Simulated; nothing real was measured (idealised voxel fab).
process module | voxel gate over fins
cross-section cut | 290 nm wide | cells 5 nm
A cross-section is a grid of square cells, given in bands from the top down. A band is one or more rows of cells.
Each band's line starts with the height of the band's top and of its bottom, in nm. Then come its materials from left to right, each with its width in nm. One material with "throughout" fills the band from edge to edge. "air" is empty space.
Height 0 is the level under which the wafer as received is all one material. The lowest band goes on downwards, as in "0 down".
A width such as "30 to 40" changes by the same amount from each row of cells to the next, from the band's top row to its bottom row.
"no change" after a step means that no cell of the cross-section changed.
closed voids: empty space of 8 cells or more with no open way to the top, each as width x height at its distance from the left edge, in nm
after a step's settings: what the simulator itself notes on the step
overlay nm, on a step with a mask: how far to the right of its planned place the mask lay; to the left if negative
plan
1 op RECEIVE | material Si
2 op CONFORMAL_DEP | material SiN | thk nm 10
3 op DIRECTIONAL_DEP | material aC | thk nm 10
4 op PATTERN | tone cover | mask id FINS | material resist | width nm 15 | pitch nm 45 | thk nm 30 | overlay nm 0
5 op DIRECTIONAL_ETCH | etch materials aC | depth nm 10
6 op STRIP | etch materials resist
7 op DIRECTIONAL_ETCH | etch materials SiN | depth nm 10
8 op DIRECTIONAL_ETCH | etch materials Si | depth nm 40
9 op STRIP | etch materials aC
10 op OXIDIZE | depth nm 5
11 op FILL_DEP | material SiO2 | thk nm 5
12 op CMP | height nm 10
13 op SELECTIVE_ETCH | etch materials SiO2 | depth nm 25
14 op STRIP | etch materials SiN
15 op CONFORMAL_DEP | material HfO2 | thk nm 5
16 op CONFORMAL_DEP | material TiN | thk nm 5
17 op CONFORMAL_DEP | material TiAl | thk nm 5
18 op CONFORMAL_DEP | material TiN | thk nm 5
19 op FILL_DEP | material W | thk nm 10
20 op CMP | height nm 25
21 op CONFORMAL_DEP | material SiN | thk nm 5
as received, after step 1
  0 down: Si throughout
  closed voids: none
a wafer at the end: this start, this plan, one mistake
  30 to 25: SiN throughout
  25 to 15: W throughout
  15 to 10: W 80 | TiN 35 | W 10 | TiN 35 | W 10 | TiN 35 | W 85
  10 to 5: W 80 | TiN 5 | TiAl 25 | TiN 5 | W 10 | TiN 5 | TiAl 25 | TiN 5 | W 10 | TiN 5 | TiAl 25 | TiN 5 | W 85
  5 to 0: W 80 | TiN 5 | TiAl 5 | TiN 15 | TiAl 5 | TiN 5 | W 10 | TiN 5 | TiAl 5 | TiN 15 | TiAl 5 | TiN 5 | W 10 | TiN 5 | TiAl 5 | TiN 15 | TiAl 5 | TiN 5 | W 85
  0 to -5: TiN 85 | TiAl 5 | TiN 5 | Si 5 | TiN 5 | TiAl 5 | TiN 20 | TiAl 5 | TiN 5 | Si 5 | TiN 5 | TiAl 5 | TiN 20 | TiAl 5 | TiN 5 | Si 5 | TiN 5 | TiAl 5 | TiN 90
  -5 to -10: TiAl 90 | TiN 5 | Si 5 | TiN 5 | TiAl 30 | TiN 5 | Si 5 | TiN 5 | TiAl 30 | TiN 5 | Si 5 | TiN 5 | TiAl 95
  -10 to -15: TiN 95 | Si 5 | TiN 40 | Si 5 | TiN 40 | Si 5 | TiN 100
  -15 to -45: SiO2 95 | Si 5 | SiO2 40 | Si 5 | SiO2 40 | Si 5 | SiO2 100
  -45 down: Si throughout
  closed voids: none
what went wrong: step 15 was left out
